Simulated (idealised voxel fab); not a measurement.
process module | voxel self aligned contacts
cross-section cut | 245 nm wide | cells 5 nm
A cross-section is a grid of square cells, given in bands from the top down. A band is one or more rows of cells.
Each band's line starts with the height of the band's top and of its bottom, in nm. Then come its materials from left to right, each with its width in nm. One material with "throughout" fills the band from edge to edge. "air" is empty space.
Height 0 is the level under which the wafer as received is all one material. The lowest band goes on downwards, as in "0 down".
A width such as "30 to 40" changes by the same amount from each row of cells to the next, from the band's top row to its bottom row.
"no change" after a step means that no cell of the cross-section changed.
closed voids: empty space of 8 cells or more with no open way to the top, each as width x height at its distance from the left edge, in nm
after a step's settings: what the simulator itself notes on the step
overlay nm, on a step with a mask: how far to the right of its planned place the mask lay; to the left if negative
Each pair below shows a cross-section before one step and the cross-section after it, down to the lowest band that changed. The line under each pair gives the step between them, with its settings. The pairs can come from different runs of this module on the same starting wafer, so a pair continues from the pair above only where its "before" says so.
before
  0 down: Si throughout
  closed voids: none
after
  5 to 0: SiO2 throughout
  below 0: unchanged
  closed voids: none
the step between: op CONFORMAL_DEP | material SiO2 | thk nm 5
before: the cross-section after the pair above
after
  25 to 5: polySi throughout
  below 5: unchanged
  closed voids: none
the step between: op DIRECTIONAL_DEP | material polySi | thk nm 20
before: the cross-section after the pair above
after
  45 to 25: SiN throughout
  below 25: unchanged
  closed voids: none
the step between: op DIRECTIONAL_DEP | material SiN | thk nm 20
before: the cross-section after the pair above
after
  55 to 45: aC throughout
  below 45: unchanged
  closed voids: none
the step between: op DIRECTIONAL_DEP | material aC | thk nm 10
before: the cross-section after the pair above
after
  80 to 55: air 55 | resist 25 | air 30 | resist 25 | air 30 | resist 25 | air 55
  below 55: unchanged
  closed voids: none
the step between: op PATTERN | tone cover | mask id GATE | material resist | width nm 25 | pitch nm 55 | thk nm 25 | overlay nm 0
before: the cross-section after the pair above
after
  70 to 55: air 55 | resist 25 | air 30 | resist 25 | air 30 | resist 25 | air 55
  55 to 45: air 55 | aC 25 | air 30 | aC 25 | air 30 | aC 25 | air 55
  below 45: unchanged
  closed voids: none
the step between: op DIRECTIONAL_ETCH | etch materials aC | depth nm 10
before: the cross-section after the pair above
after
  55 to 45: air 55 | aC 25 | air 30 | aC 25 | air 30 | aC 25 | air 55
  below 45: unchanged
  closed voids: none
the step between: op STRIP | etch materials resist
before: the cross-section after the pair above
after
  55 to 45: air 55 | aC 25 | air 30 | aC 25 | air 30 | aC 25 | air 55
  45 to 25: air 55 | SiN 25 | air 30 | SiN 25 | air 30 | SiN 25 | air 55
  below 25: unchanged
  closed voids: none
the step between: op DIRECTIONAL_ETCH | etch materials SiN | depth nm 20
before: the cross-section after the pair above
after
  55 to 45: air 55 | aC 25 | air 30 | aC 25 | air 30 | aC 25 | air 55
  45 to 25: air 55 | SiN 25 | air 30 | SiN 25 | air 30 | SiN 25 | air 55
  25 to 5: air 55 | polySi 25 | air 30 | polySi 25 | air 30 | polySi 25 | air 55
  below 5: unchanged
  closed voids: none
the step between: op DIRECTIONAL_ETCH | etch materials polySi | depth nm 20
before: the cross-section after the pair above
after
  45 to 25: air 55 | SiN 25 | air 30 | SiN 25 | air 30 | SiN 25 | air 55
  below 25: unchanged
  closed voids: none
the step between: op STRIP | etch materials aC
before: the cross-section after the pair above
after
  50 to 25: air 50 | SiN 35 | air 20 | SiN 35 | air 20 | SiN 35 | air 50
  25 to 10: air 50 | SiN 5 | polySi 25 | SiN 5 | air 20 | SiN 5 | polySi 25 | SiN 5 | air 20 | SiN 5 | polySi 25 | SiN 5 | air 50
  10 to 5: SiN 55 | polySi 25 | SiN 30 | polySi 25 | SiN 30 | polySi 25 | SiN 55
  below 5: unchanged
  closed voids: none
the step between: op CONFORMAL_DEP | material SiN | thk nm 5
before: the cross-section after the pair above
after
  45 to 25: air 50 | SiN 35 | air 20 | SiN 35 | air 20 | SiN 35 | air 50
  25 to 5: air 50 | SiN 5 | polySi 25 | SiN 5 | air 20 | SiN 5 | polySi 25 | SiN 5 | air 20 | SiN 5 | polySi 25 | SiN 5 | air 50
  below 5: unchanged
  closed voids: none
the step between: op DIRECTIONAL_ETCH | etch materials SiN | depth nm 5
before: the cross-section after the pair above
after
  60 to 45: SiO2 throughout
  45 to 25: SiO2 50 | SiN 35 | SiO2 20 | SiN 35 | SiO2 20 | SiN 35 | SiO2 50
  25 to 5: SiO2 50 | SiN 5 | polySi 25 | SiN 5 | SiO2 20 | SiN 5 | polySi 25 | SiN 5 | SiO2 20 | SiN 5 | polySi 25 | SiN 5 | SiO2 50
  below 5: unchanged
  closed voids: none
the step between: op FILL_DEP | material SiO2 | thk nm 15
before: the cross-section after the pair above
after
  55 to 45: SiO2 throughout
  below 45: unchanged
  closed voids: none
the step between: op CMP | height nm 55
before: the cross-section after the pair above
after
  55 to 45: SiO2 75 | air 40 | SiO2 15 | air 40 | SiO2 75
  45 to 25: SiO2 50 | SiN 35 | air 20 | SiN 35 | air 20 | SiN 35 | SiO2 50
  25 to 5: SiO2 50 | SiN 5 | polySi 25 | SiN 5 | air 20 | SiN 5 | polySi 25 | SiN 5 | air 20 | SiN 5 | polySi 25 | SiN 5 | SiO2 50
  5 to 0: SiO2 85 | air 20 | SiO2 35 | air 20 | SiO2 85
  below 0: unchanged
  closed voids: none
the step between: op MASKED_ETCH | tone open | mask id CONTACT | width nm 40 | pitch nm 55 | etch materials SiO2 | depth nm 55 | overlay nm 0
before: the cross-section after the pair above
after
  60 to 55: TiN 80 | air 30 | TiN 25 | air 30 | TiN 80
  55 to 45: SiO2 75 | TiN 5 to 15 | air 30 to 10 | TiN 5 to 15 | SiO2 15 | TiN 5 to 15 | air 30 to 10 | TiN 5 to 15 | SiO2 75
  45 to 25: SiO2 50 | SiN 35 | TiN 5 | air 10 | TiN 5 | SiN 35 | TiN 5 | air 10 | TiN 5 | SiN 35 | SiO2 50
  25 to 5: SiO2 50 | SiN 5 | polySi 25 | SiN 5 | TiN 5 | air 10 | TiN 5 | SiN 5 | polySi 25 | SiN 5 | TiN 5 | air 10 | TiN 5 | SiN 5 | polySi 25 | SiN 5 | SiO2 50
  5 to 0: SiO2 85 | TiN 20 | SiO2 35 | TiN 20 | SiO2 85
  below 0: unchanged
  closed voids: none
the step between: op CONFORMAL_DEP | material TiN | thk nm 5
before: the cross-section after the pair above
after
  65 to 60: Ru throughout
  60 to 55: TiN 80 | Ru 30 | TiN 25 | Ru 30 | TiN 80
  55 to 45: SiO2 75 | TiN 5 to 15 | Ru 30 to 10 | TiN 5 to 15 | SiO2 15 | TiN 5 to 15 | Ru 30 to 10 | TiN 5 to 15 | SiO2 75
  45 to 25: SiO2 50 | SiN 35 | TiN 5 | Ru 10 | TiN 5 | SiN 35 | TiN 5 | Ru 10 | TiN 5 | SiN 35 | SiO2 50
  25 to 5: SiO2 50 | SiN 5 | polySi 25 | SiN 5 | TiN 5 | Ru 10 | TiN 5 | SiN 5 | polySi 25 | SiN 5 | TiN 5 | Ru 10 | TiN 5 | SiN 5 | polySi 25 | SiN 5 | SiO2 50
  below 5: unchanged
  closed voids: none
the step between: op FILL_DEP | material Ru | thk nm 5
before: the cross-section after the pair above
after
  55 to 45: SiO2 75 | TiN 5 to 15 | Ru 30 to 10 | TiN 5 to 15 | SiO2 15 | TiN 5 to 15 | Ru 30 to 10 | TiN 5 to 15 | SiO2 75
  below 45: unchanged
  closed voids: none
the step between: op CMP | height nm 55
before: the cross-section after the pair above
after
  60 to 55: SiCN throughout
  below 55: unchanged
  closed voids: none
the step between: op CONFORMAL_DEP | material SiCN | thk nm 5
before
  45 to 25: air 55 | SiN 25 | air 30 | SiN 25 | air 30 | SiN 25 | air 55
  25 to 5: air 55 | polySi 25 | air 30 | polySi 25 | air 30 | polySi 25 | air 55
  5 to 0: SiO2 throughout
  0 down: Si throughout
  closed voids: none
after
  40 to 25: air 55 | SiN 25 | air 30 | SiN 25 | air 30 | SiN 25 | air 55
  below 25: unchanged
  closed voids: none
the step between: op DIRECTIONAL_ETCH | etch materials SiN | depth nm 5
before: the cross-section after the pair above
after
  55 to 40: SiO2 throughout
  40 to 25: SiO2 55 | SiN 25 | SiO2 30 | SiN 25 | SiO2 30 | SiN 25 | SiO2 55
  25 to 5: SiO2 55 | polySi 25 | SiO2 30 | polySi 25 | SiO2 30 | polySi 25 | SiO2 55
  below 5: unchanged
  closed voids: none
the step between: op FILL_DEP | material SiO2 | thk nm 15
before: the cross-section after the pair above
after
  55 to 40: SiO2 75 | air 40 | SiO2 15 | air 40 | SiO2 75
  40 to 25: SiO2 55 | SiN 25 | air 30 | SiN 25 | air 30 | SiN 25 | SiO2 55
  25 to 5: SiO2 55 | polySi 25 | air 30 | polySi 25 | air 30 | polySi 25 | SiO2 55
  5 to 0: SiO2 80 | air 30 | SiO2 25 | air 30 | SiO2 80
  below 0: unchanged
  closed voids: none
the step between: op MASKED_ETCH | tone open | mask id CONTACT | width nm 40 | pitch nm 55 | etch materials SiO2 | depth nm 55 | overlay nm 0
before: the cross-section after the pair above
after
  60 to 55: TiN 80 | air 30 | TiN 25 | air 30 | TiN 80
  55 to 45: SiO2 75 | TiN 5 | air 30 | TiN 5 | SiO2 15 | TiN 5 | air 30 | TiN 5 | SiO2 75
  45 to 40: SiO2 75 | TiN 10 | air 20 | TiN 10 | SiO2 15 | TiN 10 | air 20 | TiN 10 | SiO2 75
  40 to 25: SiO2 55 | SiN 25 | TiN 5 | air 20 | TiN 5 | SiN 25 | TiN 5 | air 20 | TiN 5 | SiN 25 | SiO2 55
  25 to 5: SiO2 55 | polySi 25 | TiN 5 | air 20 | TiN 5 | polySi 25 | TiN 5 | air 20 | TiN 5 | polySi 25 | SiO2 55
  5 to 0: SiO2 80 | TiN 30 | SiO2 25 | TiN 30 | SiO2 80
  below 0: unchanged
  closed voids: none
the step between: op CONFORMAL_DEP | material TiN | thk nm 5
before: the cross-section after the pair above
after
  65 to 60: Ru throughout
  60 to 55: TiN 80 | Ru 30 | TiN 25 | Ru 30 | TiN 80
  55 to 45: SiO2 75 | TiN 5 | Ru 30 | TiN 5 | SiO2 15 | TiN 5 | Ru 30 | TiN 5 | SiO2 75
  45 to 40: SiO2 75 | TiN 10 | Ru 20 | TiN 10 | SiO2 15 | TiN 10 | Ru 20 | TiN 10 | SiO2 75
  40 to 25: SiO2 55 | SiN 25 | TiN 5 | Ru 20 | TiN 5 | SiN 25 | TiN 5 | Ru 20 | TiN 5 | SiN 25 | SiO2 55
  25 to 5: SiO2 55 | polySi 25 | TiN 5 | Ru 20 | TiN 5 | polySi 25 | TiN 5 | Ru 20 | TiN 5 | polySi 25 | SiO2 55
  below 5: unchanged
  closed voids: none
the step between: op FILL_DEP | material Ru | thk nm 5
before: the cross-section after the pair above
after
  55 to 45: SiO2 75 | TiN 5 | Ru 30 | TiN 5 | SiO2 15 | TiN 5 | Ru 30 | TiN 5 | SiO2 75
  below 45: unchanged
  closed voids: none
the step between: op CMP | height nm 55
before: the cross-section after the pair above
after
  60 to 55: SiCN throughout
  below 55: unchanged
  closed voids: none
the step between: op CONFORMAL_DEP | material SiCN | thk nm 5
before
  25 to 5: polySi throughout
  5 to 0: SiO2 throughout
  0 down: Si throughout
  closed voids: none
after
  45 to 5: polySi throughout
  below 5: unchanged
  closed voids: none
the step between: op DIRECTIONAL_DEP | material polySi | thk nm 20
before: the cross-section after the pair above
after
  65 to 45: SiN throughout
  below 45: unchanged
  closed voids: none
the step between: op DIRECTIONAL_DEP | material SiN | thk nm 20
before: the cross-section after the pair above
after
  75 to 65: aC throughout
  below 65: unchanged
  closed voids: none
the step between: op DIRECTIONAL_DEP | material aC | thk nm 10
before: the cross-section after the pair above
after
  100 to 75: air 55 | resist 25 | air 30 | resist 25 | air 30 | resist 25 | air 55
  below 75: unchanged
  closed voids: none
the step between: op PATTERN | tone cover | mask id GATE | material resist | width nm 25 | pitch nm 55 | thk nm 25 | overlay nm 0
before: the cross-section after the pair above
after
  90 to 75: air 55 | resist 25 | air 30 | resist 25 | air 30 | resist 25 | air 55
  75 to 65: air 55 | aC 25 | air 30 | aC 25 | air 30 | aC 25 | air 55
  below 65: unchanged
  closed voids: none
the step between: op DIRECTIONAL_ETCH | etch materials aC | depth nm 10
before: the cross-section after the pair above
after
  75 to 65: air 55 | aC 25 | air 30 | aC 25 | air 30 | aC 25 | air 55
  below 65: unchanged
  closed voids: none
the step between: op STRIP | etch materials resist
before: the cross-section after the pair above
after
  75 to 65: air 55 | aC 25 | air 30 | aC 25 | air 30 | aC 25 | air 55
  65 to 45: air 55 | SiN 25 | air 30 | SiN 25 | air 30 | SiN 25 | air 55
  below 45: unchanged
  closed voids: none
the step between: op DIRECTIONAL_ETCH | etch materials SiN | depth nm 20
before: the cross-section after the pair above
after
  75 to 65: air 55 | aC 25 | air 30 | aC 25 | air 30 | aC 25 | air 55
  65 to 45: air 55 | SiN 25 | air 30 | SiN 25 | air 30 | SiN 25 | air 55
  45 to 25: air 55 | polySi 25 | air 30 | polySi 25 | air 30 | polySi 25 | air 55
  below 25: unchanged
  closed voids: none
the step between: op DIRECTIONAL_ETCH | etch materials polySi | depth nm 20
before: the cross-section after the pair above
after
  65 to 45: air 55 | SiN 25 | air 30 | SiN 25 | air 30 | SiN 25 | air 55
  below 45: unchanged
  closed voids: none
the step between: op STRIP | etch materials aC
before: the cross-section after the pair above
after
  70 to 45: air 50 | SiN 35 | air 20 | SiN 35 | air 20 | SiN 35 | air 50
  45 to 30: air 50 | SiN 5 | polySi 25 | SiN 5 | air 20 | SiN 5 | polySi 25 | SiN 5 | air 20 | SiN 5 | polySi 25 | SiN 5 | air 50
  30 to 25: SiN 55 | polySi 25 | SiN 30 | polySi 25 | SiN 30 | polySi 25 | SiN 55
  below 25: unchanged
  closed voids: none
the step between: op CONFORMAL_DEP | material SiN | thk nm 5
before: the cross-section after the pair above
after
  65 to 45: air 50 | SiN 35 | air 20 | SiN 35 | air 20 | SiN 35 | air 50
  45 to 25: air 50 | SiN 5 | polySi 25 | SiN 5 | air 20 | SiN 5 | polySi 25 | SiN 5 | air 20 | SiN 5 | polySi 25 | SiN 5 | air 50
  below 25: unchanged
  closed voids: none
the step between: op DIRECTIONAL_ETCH | etch materials SiN | depth nm 5
before: the cross-section after the pair above
after
  80 to 65: SiO2 throughout
  65 to 45: SiO2 50 | SiN 35 | SiO2 20 | SiN 35 | SiO2 20 | SiN 35 | SiO2 50
  45 to 25: SiO2 50 | SiN 5 | polySi 25 | SiN 5 | SiO2 20 | SiN 5 | polySi 25 | SiN 5 | SiO2 20 | SiN 5 | polySi 25 | SiN 5 | SiO2 50
  below 25: unchanged
  closed voids: none
the step between: op FILL_DEP | material SiO2 | thk nm 15
before: the cross-section after the pair above
after
  55 to 45: SiO2 50 | SiN 35 | SiO2 20 | SiN 35 | SiO2 20 | SiN 35 | SiO2 50
  below 45: unchanged
  closed voids: none
the step between: op CMP | height nm 55
before: the cross-section after the pair above
after
  55 to 45: SiO2 50 | SiN 35 | air 20 | SiN 35 | air 20 | SiN 35 | SiO2 50
  45 to 25: SiO2 50 | SiN 5 | polySi 25 | SiN 5 | air 20 | SiN 5 | polySi 25 | SiN 5 | air 20 | SiN 5 | polySi 25 | SiN 5 | SiO2 50
  below 25: unchanged
  closed voids: none
the step between: op MASKED_ETCH | tone open | mask id CONTACT | width nm 40 | pitch nm 55 | etch materials SiO2 | depth nm 55 | overlay nm 0
before: the cross-section after the pair above
after
  60 to 55: TiN 90 | air 10 | TiN 45 | air 10 | TiN 90
  55 to 45: SiO2 50 | SiN 35 | TiN 5 | air 10 | TiN 5 | SiN 35 | TiN 5 | air 10 | TiN 5 | SiN 35 | SiO2 50
  45 to 30: SiO2 50 | SiN 5 | polySi 25 | SiN 5 | TiN 5 | air 10 | TiN 5 | SiN 5 | polySi 25 | SiN 5 | TiN 5 | air 10 | TiN 5 | SiN 5 | polySi 25 | SiN 5 | SiO2 50
  30 to 25: SiO2 50 | SiN 5 | polySi 25 | SiN 5 | TiN 20 | SiN 5 | polySi 25 | SiN 5 | TiN 20 | SiN 5 | polySi 25 | SiN 5 | SiO2 50
  below 25: unchanged
  closed voids: none
the step between: op CONFORMAL_DEP | material TiN | thk nm 5
before: the cross-section after the pair above
after
  65 to 60: Ru throughout
  60 to 55: TiN 90 | Ru 10 | TiN 45 | Ru 10 | TiN 90
  55 to 45: SiO2 50 | SiN 35 | TiN 5 | Ru 10 | TiN 5 | SiN 35 | TiN 5 | Ru 10 | TiN 5 | SiN 35 | SiO2 50
  45 to 30: SiO2 50 | SiN 5 | polySi 25 | SiN 5 | TiN 5 | Ru 10 | TiN 5 | SiN 5 | polySi 25 | SiN 5 | TiN 5 | Ru 10 | TiN 5 | SiN 5 | polySi 25 | SiN 5 | SiO2 50
  below 30: unchanged
  closed voids: none
the step between: op FILL_DEP | material Ru | thk nm 5
before: the cross-section after the pair above
after
  55 to 45: SiO2 50 | SiN 35 | TiN 5 | Ru 10 | TiN 5 | SiN 35 | TiN 5 | Ru 10 | TiN 5 | SiN 35 | SiO2 50
  below 45: unchanged
  closed voids: none
the step between: op CMP | height nm 55
before: the cross-section after the pair above
after
  60 to 55: SiCN throughout
  below 55: unchanged
  closed voids: none
the step between: op CONFORMAL_DEP | material SiCN | thk nm 5
before
  0 down: Si throughout
  closed voids: none
after
  20 to 0: polySi throughout
  below 0: unchanged
  closed voids: none
the step between: op DIRECTIONAL_DEP | material polySi | thk nm 20
before: the cross-section after the pair above
after
  25 to 20: SiO2 throughout
  below 20: unchanged
  closed voids: none
the step between: op CONFORMAL_DEP | material SiO2 | thk nm 5
before: the cross-section after the pair above
after
  45 to 25: SiN throughout
  below 25: unchanged
  closed voids: none
the step between: op DIRECTIONAL_DEP | material SiN | thk nm 20
before: the cross-section after the pair above
after
  55 to 45: aC throughout
  below 45: unchanged
  closed voids: none
the step between: op DIRECTIONAL_DEP | material aC | thk nm 10
before: the cross-section after the pair above
after
  80 to 55: air 55 | resist 25 | air 30 | resist 25 | air 30 | resist 25 | air 55
  below 55: unchanged
  closed voids: none
the step between: op PATTERN | tone cover | mask id GATE | material resist | width nm 25 | pitch nm 55 | thk nm 25 | overlay nm 0
before: the cross-section after the pair above
after
  70 to 55: air 55 | resist 25 | air 30 | resist 25 | air 30 | resist 25 | air 55
  55 to 45: air 55 | aC 25 | air 30 | aC 25 | air 30 | aC 25 | air 55
  below 45: unchanged
  closed voids: none
the step between: op DIRECTIONAL_ETCH | etch materials aC | depth nm 10
before: the cross-section after the pair above
after
  55 to 45: air 55 | aC 25 | air 30 | aC 25 | air 30 | aC 25 | air 55
  below 45: unchanged
  closed voids: none
the step between: op STRIP | etch materials resist
before: the cross-section after the pair above
after
  55 to 45: air 55 | aC 25 | air 30 | aC 25 | air 30 | aC 25 | air 55
  45 to 25: air 55 | SiN 25 | air 30 | SiN 25 | air 30 | SiN 25 | air 55
  below 25: unchanged
  closed voids: none
the step between: op DIRECTIONAL_ETCH | etch materials SiN | depth nm 20
before: the cross-section after the pair above
after
  45 to 25: air 55 | SiN 25 | air 30 | SiN 25 | air 30 | SiN 25 | air 55
  below 25: unchanged
  closed voids: none
the step between: op STRIP | etch materials aC
before: the cross-section after the pair above
after
  50 to 30: air 50 | SiN 35 | air 20 | SiN 35 | air 20 | SiN 35 | air 50
  30 to 25: SiN throughout
  below 25: unchanged
  closed voids: none
the step between: op CONFORMAL_DEP | material SiN | thk nm 5
before: the cross-section after the pair above
after
  45 to 25: air 50 | SiN 35 | air 20 | SiN 35 | air 20 | SiN 35 | air 50
  below 25: unchanged
  closed voids: none
the step between: op DIRECTIONAL_ETCH | etch materials SiN | depth nm 5
before: the cross-section after the pair above
after
  60 to 45: SiO2 throughout
  45 to 25: SiO2 50 | SiN 35 | SiO2 20 | SiN 35 | SiO2 20 | SiN 35 | SiO2 50
  below 25: unchanged
  closed voids: none
the step between: op FILL_DEP | material SiO2 | thk nm 15
before: the cross-section after the pair above
after
  55 to 45: SiO2 throughout
  below 45: unchanged
  closed voids: none
the step between: op CMP | height nm 55
before: the cross-section after the pair above
after
  55 to 45: SiO2 75 | air 40 | SiO2 15 | air 40 | SiO2 75
  45 to 25: SiO2 50 | SiN 35 | air 20 | SiN 35 | air 20 | SiN 35 | SiO2 50
  25 to 20: SiO2 85 | air 20 | SiO2 35 | air 20 | SiO2 85
  below 20: unchanged
  closed voids: none
the step between: op MASKED_ETCH | tone open | mask id CONTACT | width nm 40 | pitch nm 55 | etch materials SiO2 | depth nm 55 | overlay nm 0
before: the cross-section after the pair above
after
  60 to 55: TiN 80 | air 30 | TiN 25 | air 30 | TiN 80
  55 to 45: SiO2 75 | TiN 5 to 15 | air 30 to 10 | TiN 5 to 15 | SiO2 15 | TiN 5 to 15 | air 30 to 10 | TiN 5 to 15 | SiO2 75
  45 to 25: SiO2 50 | SiN 35 | TiN 5 | air 10 | TiN 5 | SiN 35 | TiN 5 | air 10 | TiN 5 | SiN 35 | SiO2 50
  25 to 20: SiO2 85 | TiN 20 | SiO2 35 | TiN 20 | SiO2 85
  below 20: unchanged
  closed voids: none
the step between: op CONFORMAL_DEP | material TiN | thk nm 5
before: the cross-section after the pair above
after
  65 to 60: Ru throughout
  60 to 55: TiN 80 | Ru 30 | TiN 25 | Ru 30 | TiN 80
  55 to 45: SiO2 75 | TiN 5 to 15 | Ru 30 to 10 | TiN 5 to 15 | SiO2 15 | TiN 5 to 15 | Ru 30 to 10 | TiN 5 to 15 | SiO2 75
  45 to 25: SiO2 50 | SiN 35 | TiN 5 | Ru 10 | TiN 5 | SiN 35 | TiN 5 | Ru 10 | TiN 5 | SiN 35 | SiO2 50
  below 25: unchanged
  closed voids: none
the step between: op FILL_DEP | material Ru | thk nm 5
before: the cross-section after the pair above
after
  55 to 45: SiO2 75 | TiN 5 to 15 | Ru 30 to 10 | TiN 5 to 15 | SiO2 15 | TiN 5 to 15 | Ru 30 to 10 | TiN 5 to 15 | SiO2 75
  below 45: unchanged
  closed voids: none
the step between: op CMP | height nm 55
before: the cross-section after the pair above
after
  60 to 55: SiCN throughout
  below 55: unchanged
  closed voids: none
the step between: op CONFORMAL_DEP | material SiCN | thk nm 5
before
  0 down: Si throughout
  closed voids: none
after
  15 to 0: SiO2 throughout
  below 0: unchanged
  closed voids: none
the step between: op CONFORMAL_DEP | material SiO2 | thk nm 15
before: the cross-section after the pair above
after
  35 to 15: polySi throughout
  below 15: unchanged
  closed voids: none
the step between: op DIRECTIONAL_DEP | material polySi | thk nm 20
before: the cross-section after the pair above
after
  55 to 35: SiN throughout
  below 35: unchanged
  closed voids: none
the step between: op DIRECTIONAL_DEP | material SiN | thk nm 20
before: the cross-section after the pair above
after
  65 to 55: aC throughout
  below 55: unchanged
  closed voids: none
the step between: op DIRECTIONAL_DEP | material aC | thk nm 10
before: the cross-section after the pair above
after
  90 to 65: air 55 | resist 25 | air 30 | resist 25 | air 30 | resist 25 | air 55
  below 65: unchanged
  closed voids: none
the step between: op PATTERN | tone cover | mask id GATE | material resist | width nm 25 | pitch nm 55 | thk nm 25 | overlay nm 0
before: the cross-section after the pair above
after
  80 to 65: air 55 | resist 25 | air 30 | resist 25 | air 30 | resist 25 | air 55
  65 to 55: air 55 | aC 25 | air 30 | aC 25 | air 30 | aC 25 | air 55
  below 55: unchanged
  closed voids: none
the step between: op DIRECTIONAL_ETCH | etch materials aC | depth nm 10
before: the cross-section after the pair above
after
  65 to 55: air 55 | aC 25 | air 30 | aC 25 | air 30 | aC 25 | air 55
  below 55: unchanged
  closed voids: none
the step between: op STRIP | etch materials resist
before: the cross-section after the pair above
after
  65 to 55: air 55 | aC 25 | air 30 | aC 25 | air 30 | aC 25 | air 55
  55 to 35: air 55 | SiN 25 | air 30 | SiN 25 | air 30 | SiN 25 | air 55
  below 35: unchanged
  closed voids: none
the step between: op DIRECTIONAL_ETCH | etch materials SiN | depth nm 20
before: the cross-section after the pair above
after
  65 to 55: air 55 | aC 25 | air 30 | aC 25 | air 30 | aC 25 | air 55
  55 to 35: air 55 | SiN 25 | air 30 | SiN 25 | air 30 | SiN 25 | air 55
  35 to 15: air 55 | polySi 25 | air 30 | polySi 25 | air 30 | polySi 25 | air 55
  below 15: unchanged
  closed voids: none
the step between: op DIRECTIONAL_ETCH | etch materials polySi | depth nm 20
before: the cross-section after the pair above
after
  55 to 35: air 55 | SiN 25 | air 30 | SiN 25 | air 30 | SiN 25 | air 55
  below 35: unchanged
  closed voids: none
the step between: op STRIP | etch materials aC
before: the cross-section after the pair above
after
  60 to 35: air 50 | SiN 35 | air 20 | SiN 35 | air 20 | SiN 35 | air 50
  35 to 20: air 50 | SiN 5 | polySi 25 | SiN 5 | air 20 | SiN 5 | polySi 25 | SiN 5 | air 20 | SiN 5 | polySi 25 | SiN 5 | air 50
  20 to 15: SiN 55 | polySi 25 | SiN 30 | polySi 25 | SiN 30 | polySi 25 | SiN 55
  below 15: unchanged
  closed voids: none
the step between: op CONFORMAL_DEP | material SiN | thk nm 5
before: the cross-section after the pair above
after
  55 to 35: air 50 | SiN 35 | air 20 | SiN 35 | air 20 | SiN 35 | air 50
  35 to 15: air 50 | SiN 5 | polySi 25 | SiN 5 | air 20 | SiN 5 | polySi 25 | SiN 5 | air 20 | SiN 5 | polySi 25 | SiN 5 | air 50
  below 15: unchanged
  closed voids: none
the step between: op DIRECTIONAL_ETCH | etch materials SiN | depth nm 5
before: the cross-section after the pair above
after
  70 to 55: SiO2 throughout
  55 to 35: SiO2 50 | SiN 35 | SiO2 20 | SiN 35 | SiO2 20 | SiN 35 | SiO2 50
  35 to 15: SiO2 50 | SiN 5 | polySi 25 | SiN 5 | SiO2 20 | SiN 5 | polySi 25 | SiN 5 | SiO2 20 | SiN 5 | polySi 25 | SiN 5 | SiO2 50
  below 15: unchanged
  closed voids: none
the step between: op FILL_DEP | material SiO2 | thk nm 15
before: the cross-section after the pair above
after
  55 to 35: SiO2 50 | SiN 35 | SiO2 20 | SiN 35 | SiO2 20 | SiN 35 | SiO2 50
  below 35: unchanged
  closed voids: none
the step between: op CMP | height nm 55
before: the cross-section after the pair above
after
  55 to 35: SiO2 50 | SiN 35 | air 20 | SiN 35 | air 20 | SiN 35 | SiO2 50
  35 to 15: SiO2 50 | SiN 5 | polySi 25 | SiN 5 | air 20 | SiN 5 | polySi 25 | SiN 5 | air 20 | SiN 5 | polySi 25 | SiN 5 | SiO2 50
  15 to 0: SiO2 85 | air 20 | SiO2 35 | air 20 | SiO2 85
  below 0: unchanged
  closed voids: none
the step between: op MASKED_ETCH | tone open | mask id CONTACT | width nm 40 | pitch nm 55 | etch materials SiO2 | depth nm 55 | overlay nm 0
before: the cross-section after the pair above
after
  60 to 55: TiN 90 | air 10 | TiN 45 | air 10 | TiN 90
  55 to 35: SiO2 50 | SiN 35 | TiN 5 | air 10 | TiN 5 | SiN 35 | TiN 5 | air 10 | TiN 5 | SiN 35 | SiO2 50
  35 to 15: SiO2 50 | SiN 5 | polySi 25 | SiN 5 | TiN 5 | air 10 | TiN 5 | SiN 5 | polySi 25 | SiN 5 | TiN 5 | air 10 | TiN 5 | SiN 5 | polySi 25 | SiN 5 | SiO2 50
  15 to 5: SiO2 85 | TiN 5 | air 10 | TiN 5 | SiO2 35 | TiN 5 | air 10 | TiN 5 | SiO2 85
  5 to 0: SiO2 85 | TiN 20 | SiO2 35 | TiN 20 | SiO2 85
  below 0: unchanged
  closed voids: none
the step between: op CONFORMAL_DEP | material TiN | thk nm 5
before: the cross-section after the pair above
after
  65 to 60: Ru throughout
  60 to 55: TiN 90 | Ru 10 | TiN 45 | Ru 10 | TiN 90
  55 to 35: SiO2 50 | SiN 35 | TiN 5 | Ru 10 | TiN 5 | SiN 35 | TiN 5 | Ru 10 | TiN 5 | SiN 35 | SiO2 50
  35 to 15: SiO2 50 | SiN 5 | polySi 25 | SiN 5 | TiN 5 | Ru 10 | TiN 5 | SiN 5 | polySi 25 | SiN 5 | TiN 5 | Ru 10 | TiN 5 | SiN 5 | polySi 25 | SiN 5 | SiO2 50
  15 to 5: SiO2 85 | TiN 5 | Ru 10 | TiN 5 | SiO2 35 | TiN 5 | Ru 10 | TiN 5 | SiO2 85
  below 5: unchanged
  closed voids: none
the step between: op FILL_DEP | material Ru | thk nm 5
before: the cross-section after the pair above
after
  55 to 35: SiO2 50 | SiN 35 | TiN 5 | Ru 10 | TiN 5 | SiN 35 | TiN 5 | Ru 10 | TiN 5 | SiN 35 | SiO2 50
  below 35: unchanged
  closed voids: none
the step between: op CMP | height nm 55
before: the cross-section after the pair above
after
  60 to 55: SiCN throughout
  below 55: unchanged
  closed voids: none
the step between: op CONFORMAL_DEP | material SiCN | thk nm 5
before
  55 to 45: aC throughout
  45 to 25: SiN throughout
  25 to 5: polySi throughout
  5 to 0: SiO2 throughout
  0 down: Si throughout
  closed voids: none
after
  80 to 55: air 55 | resist 30 | air 25 | resist 30 | air 25 | resist 30 | air 50
  below 55: unchanged
  closed voids: none
the step between: op PATTERN | tone cover | mask id GATE | material resist | width nm 30 | pitch nm 55 | thk nm 25 | overlay nm 0
before: the cross-section after the pair above
after
  70 to 55: air 55 | resist 30 | air 25 | resist 30 | air 25 | resist 30 | air 50
  55 to 45: air 55 | aC 30 | air 25 | aC 30 | air 25 | aC 30 | air 50
  below 45: unchanged
  closed voids: none
the step between: op DIRECTIONAL_ETCH | etch materials aC | depth nm 10
before: the cross-section after the pair above
after
  55 to 45: air 55 | aC 30 | air 25 | aC 30 | air 25 | aC 30 | air 50
  below 45: unchanged
  closed voids: none
the step between: op STRIP | etch materials resist
before: the cross-section after the pair above
after
  55 to 45: air 55 | aC 30 | air 25 | aC 30 | air 25 | aC 30 | air 50
  45 to 25: air 55 | SiN 30 | air 25 | SiN 30 | air 25 | SiN 30 | air 50
  below 25: unchanged
  closed voids: none
the step between: op DIRECTIONAL_ETCH | etch materials SiN | depth nm 20
before: the cross-section after the pair above
after
  55 to 45: air 55 | aC 30 | air 25 | aC 30 | air 25 | aC 30 | air 50
  45 to 25: air 55 | SiN 30 | air 25 | SiN 30 | air 25 | SiN 30 | air 50
  25 to 5: air 55 | polySi 30 | air 25 | polySi 30 | air 25 | polySi 30 | air 50
  below 5: unchanged
  closed voids: none
the step between: op DIRECTIONAL_ETCH | etch materials polySi | depth nm 20
